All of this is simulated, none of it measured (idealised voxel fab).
The document below concerns the process module designated voxel tone inversion.
For reference, the cross-section in this document is cut, with width 285 nm and square cells of 5 nm.
Heads up, the way a cross-section reads in here is a grid of square cells, handed over as bands from the top down, with every band being one or more rows of cells.
Per band: top height and bottom height in nm, followed by the left-to-right materials and their widths in nm; "throughout" marks a single material spanning edge to edge, "empty" marks empty space.
Heads up on the height convention: 0 is the point under which the incoming wafer is all one material, and the lowest band has no bottom, it just keeps going down, like "from 0 down".
You'd read "30 to 40" like this: the band's top row of cells is as wide as the first number, its bottom row is as wide as the second, and going down, every row changes width by the same amount as the row before did.
"nothing got changed" (step): cross-section cells unchanged, all of them.
So "Sealed internal cavities" is basically the list of trapped voids: any empty space of 8 cells or more that can't reach the top through an opening. They're written width x height at distance, the distance being from the left edge, and it's all nm.
Past the settings on a step's line: simulator remark, on that step.
"overlay nm" answers the question of how far to the right of plan the mask lay on a step that has a mask, and when it is negative the answer is to the left.

This section lists the process steps that were planned:
| 1 | RECEIVE: material Si |
| 2 | CONFORMAL_DEP: material SiN, thk nm 10 |
| 3 | DIRECTIONAL_DEP: material aC, thk nm 15 |
| 4 | PATTERN: tone cover, mask id POSTS, material resist, width nm 20, pitch nm 45, thk nm 20, overlay nm 0 |
| 5 | DIRECTIONAL_ETCH: etch materials aC, depth nm 15 |
| 6 | STRIP: etch materials resist |
| 7 | FILL_DEP: material SiO2, thk nm 10 |
| 8 | CMP: height nm 25 |
| 9 | STRIP: etch materials aC |

Cross-section of the incoming wafer, state after step 1:
from 0 down | Si throughout
Sealed internal cavities: none

Post-module cross-section of the first of two wafers (run per plan):
from 25 to 10 | SiO2: 110 | empty: 20 | SiO2: 25 | empty: 20 | SiO2: 110
from 10 to 0 | SiN throughout
from 0 down | Si throughout
Sealed internal cavities: none

The second wafer, shown in cross-section after the module: started the same way as the first and given the same plan, yet one mistake crept into how it was run:
from 25 to 15 | SiO2 throughout
from 15 to 0 | SiO2: 110 | aC: 20 | SiO2: 25 | aC: 20 | SiO2: 110
from 0 down | Si throughout
Sealed internal cavities: none
Error vs. plan: step 2 of the plan was jumped over and never run
Upon completion, the second wafer contains, in terms of cells, a greater or smaller amount of certain materials than the first wafer: 114 fewer of SiN; 114 more of SiO2; 24 more of aC
